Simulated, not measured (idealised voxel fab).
The document below concerns the process module designated voxel lift off.
For reference, the cross-section in this document is cut, with width 285 nm and square cells of 5 nm.
Each cross-section below is a grid of square cells, stated as bands in top-down order, with one or more rows of cells making up each band. Each band's line starts with the height of the band's top and of its bottom, in nm. Then come its materials from left to right, each with its width in nm. One material with "full width" fills the band from edge to edge. "blank" is empty space. Counting heights begins at 0, where everything beneath is, in the wafer as received, one material. The lowest band has no bottom; it goes on downwards, as "0 down" shows. Width: "30->40" (first number = top row, second number = bottom row, same change from row to row of cells). Reading "changes: none" for a step: not a cell of the cross-section changed in it. Under "Fully sealed voids" you'll find the enclosed gaps, the ones with no way out to the top, that are 8 cells or bigger; each reads width x height at distance, with distance counted from the left edge, everything in nm. That trailing text on a step's line, after the settings, is the simulator's own remark on the step. The "overlay nm" setting may appear on a step's line; for a step that uses a mask, it gives how far to the right of its planned position the mask lay, and a negative value indicates the left.
## Intended process steps
- 1: op RECEIVE | material Si
- 2: op CONFORMAL_DEP | material SiO2 | thk nm 10
- 3: op PATTERN | tone open | mask id LINES | material resist | width nm 25 | pitch nm 40 | thk nm 20 | overlay nm 0
- 4: op DIRECTIONAL_DEP | material Ru | thk nm 5
- 5: op STRIP | etch materials resist
- 6: op CONFORMAL_DEP | material SiN | thk nm 10
## Of two wafers, the first: run according to plan
## Step 1 complete: cross-section of the wafer as received
	0 down: Si full width
	Fully sealed voids: none
## The wafer in cross-section once step 2 is complete
	10 to 0: SiO2 full width
	For the remainder of the cross-section, below 0, there is no change.
## The wafer in cross-section once step 3 is complete
	30 to 10: 110 of resist, then 25 of blank, then 15 of resist, then 25 of blank, then 110 of resist
	For the remainder of the cross-section, below 10, there is no change.
## The wafer in cross-section once step 4 is complete
	35 to 30: 110 of Ru, then 25 of blank, then 15 of Ru, then 25 of blank, then 110 of Ru
	30 to 15: 110 of resist, then 25 of blank, then 15 of resist, then 25 of blank, then 110 of resist
	15 to 10: 110 of resist, then 25 of Ru, then 15 of resist, then 25 of Ru, then 110 of resist
	For the remainder of the cross-section, below 10, there is no change.
## The wafer in cross-section once step 5 is complete
	15 to 10: 110 of blank, then 25 of Ru, then 15 of blank, then 25 of Ru, then 110 of blank
	For the remainder of the cross-section, below 10, there is no change.
## The wafer in cross-section once step 6 is complete
	25 to 20: 100 of blank, then 85 of SiN, then 100 of blank
	20 to 15: SiN full width
	15 to 10: 110 of SiN, then 25 of Ru, then 15 of SiN, then 25 of Ru, then 110 of SiN
	For the remainder of the cross-section, below 10, there is no change.
## It is to be noted that the second wafer proceeded from the same initial state and according to the same plan as the first, although one mistake was committed in its execution; through step 5, inclusive, the two wafers share an identical history
## Second wafer, cross-section, planned end of step 6
	25 to 20: 100 of blank, then 85 of SiO2, then 100 of blank
	20 to 15: SiO2 full width
	15 to 10: 110 of SiO2, then 25 of Ru, then 15 of SiO2, then 25 of Ru, then 110 of SiO2
	For the remainder of the cross-section, below 10, there is no change.
What broke from the plan during processing? step 6: run off-plan, actual operation and settings op CONFORMAL_DEP | material SiO2 | thk nm 10
Final tally in cells, some materials are higher or lower on the second wafer than on the first: 121 fewer of SiN, 121 more of SiO2
